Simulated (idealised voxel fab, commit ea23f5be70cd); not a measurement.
Title: Process Module voxel air gaps
Each square cell in cross-section cut measures 5 nm, and the section as a whole is 195 nm wide.
Think of the cross-section as a grid of square cells. We describe it in bands, top to bottom, and each band covers one or more rows of those cells.
Top, bottom (nm), then materials left to right with widths (nm); lone material tagged "full width" fills the whole band edge to edge; "empty" = empty space.
It should be noted that heights are counted from 0, beneath which the wafer as supplied is of one material throughout, and that the lowest band possesses no lower boundary but continues downward, as written in "0 and below".
A two-number width, for instance "30 to 40", indicates that the width is equal to the first number in the top row of the band and to the second number in the bottom row, and that it changes by a constant amount per row of cells.
"nothing altered" (step): cross-section cells unchanged, all of them.
Reported under the label "Encapsulated voids" are the empty spaces having no open way to the top and comprising 8 cells or more; the notation for each is width x height at distance, in which the distance is measured from the left edge and all three values are in nm.
The remark found on a step's line after its settings is issued by the simulator itself and pertains to that step.
Regarding "overlay nm": on a step with a mask, it is the distance the mask lay to the right of its planned place; a negative value places it to the left.

The planned process steps are enumerated hereunder:
- 1: RECEIVE,material Si
- 2: CONFORMAL_DEP,material SiO2,thk nm 10
- 3: CONFORMAL_DEP,material SiN,thk nm 5
- 4: DIRECTIONAL_DEP,material lowk,thk nm 35
- 5: DIRECTIONAL_DEP,material aC,thk nm 15
- 6: PATTERN,tone open,mask id LINES,material resist,width nm 15,pitch nm 45,thk nm 30,overlay nm 0
- 7: DIRECTIONAL_ETCH,etch materials aC,depth nm 15
- 8: STRIP,etch materials resist
- 9: DIRECTIONAL_ETCH,etch materials lowk,depth nm 35
- 10: STRIP,etch materials aC
- 11: CONFORMAL_DEP,material TiN,thk nm 5
- 12: FILL_DEP,material Cu,thk nm 5
- 13: CMP,height nm 50
- 14: EPI,material Ru,thk nm 10
- 15: SELECTIVE_ETCH,etch materials lowk,depth nm 45
- 16: CONFORMAL_DEP,material SiN,thk nm 5

Incoming wafer, cross-sectional view, post step 1:
  0 and below = Si full width
  Encapsulated voids: none

Wafer at module end, in section. Began as above, planned as above, run with one mistake:
  65 down to 60 = 20 empty, then 135 SiN, then 40 empty
  60 down to 50 = 20 empty, then 5 SiN, then 35 Ru, then 10 SiN, then 35 Ru, then 10 SiN, then 35 Ru, then 5 SiN, then 40 empty
  50 down to 45 = 20 empty, then 15 SiN, then 5 TiN, then 5 Cu, then 5 TiN, then 30 SiN, then 5 TiN, then 5 Cu, then 5 TiN, then 30 SiN, then 5 TiN, then 5 Cu, then 5 TiN, then 15 SiN, then 40 empty
  45 down to 20 = 30 empty, then 5 SiN, then 5 TiN, then 5 Cu, then 5 TiN, then 5 SiN, then 20 empty, then 5 SiN, then 5 TiN, then 5 Cu, then 5 TiN, then 5 SiN, then 20 empty, then 5 SiN, then 5 TiN, then 5 Cu, then 5 TiN, then 5 SiN, then 50 empty
  20 down to 15 = 35 SiN, then 15 TiN, then 30 SiN, then 15 TiN, then 30 SiN, then 15 TiN, then 55 SiN
  15 down to 10 = SiN full width
  10 down to 0 = SiO2 full width
  0 and below = Si full width
  Encapsulated voids: 20 x 25 at 55; 20 x 25 at 100
The plan and the run diverged here: step 6: run off-plan, actual operation and settings PATTERN,tone open,mask id LINES,material resist,width nm 15,pitch nm 45,thk nm 30,overlay nm -10
